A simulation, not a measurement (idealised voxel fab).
process module | voxel released beams
cross-section cut | 290 nm wide | cells 5 nm
A cross-section is a grid of square cells, given in bands from the top down. A band is one or more rows of cells.
Each band's line starts with the height of the band's top and of its bottom, in nm. Then come its materials from left to right, each with its width in nm. One material with "throughout" fills the band from edge to edge. "air" is empty space.
Height 0 is the level under which the wafer as received is all one material. The lowest band goes on downwards, as in "0 down".
A width such as "30 to 40" changes by the same amount from each row of cells to the next, from the band's top row to its bottom row.
"no change" after a step means that no cell of the cross-section changed.
closed voids: empty space of 8 cells or more with no open way to the top, each as width x height at its distance from the left edge, in nm
after a step's settings: what the simulator itself notes on the step
overlay nm, on a step with a mask: how far to the right of its planned place the mask lay; to the left if negative
plan
1 op RECEIVE | material Si
2 op CONFORMAL_DEP | material SiN | thk nm 5
3 op DIRECTIONAL_DEP | material SiO2 | thk nm 15
4 op DIRECTIONAL_DEP | material aC | thk nm 10
5 op PATTERN | tone open | mask id ANCHOR | material resist | width nm 35 | thk nm 25 | overlay nm 0
6 op DIRECTIONAL_ETCH | etch materials aC | depth nm 10
7 op STRIP | etch materials resist
8 op DIRECTIONAL_ETCH | etch materials SiO2 | depth nm 15
9 op STRIP | etch materials aC
10 op CONFORMAL_DEP | material TiN | thk nm 15
11 op PATTERN | tone cover | mask id BEAM | material resist | width nm 95 | thk nm 20 | overlay nm 0
12 op DIRECTIONAL_ETCH | etch materials TiN | depth nm 15
13 op STRIP | etch materials resist
14 op STRIP | etch materials SiO2
as received, after step 1
  0 down: Si throughout
  closed voids: none
first wafer at the end, as planned
  35 to 20: air 95 | TiN 20 | air 5 | TiN 70 | air 100
  20 to 5: air 100 | TiN 35 | air 155
  5 to 0: SiN throughout
  0 down: Si throughout
  closed voids: none
second wafer at the end: like start, like plan, one mistake
  35 to 20: air 95 | TiN 95 | air 100
  20 to 15: SiN throughout
  15 to 0: SiO2 throughout
  0 down: Si throughout
  closed voids: none
what went wrong: steps 2 and 3 were swapped
at the end the second wafer has, in cells: 174 more of SiO2 | 18 fewer of TiN
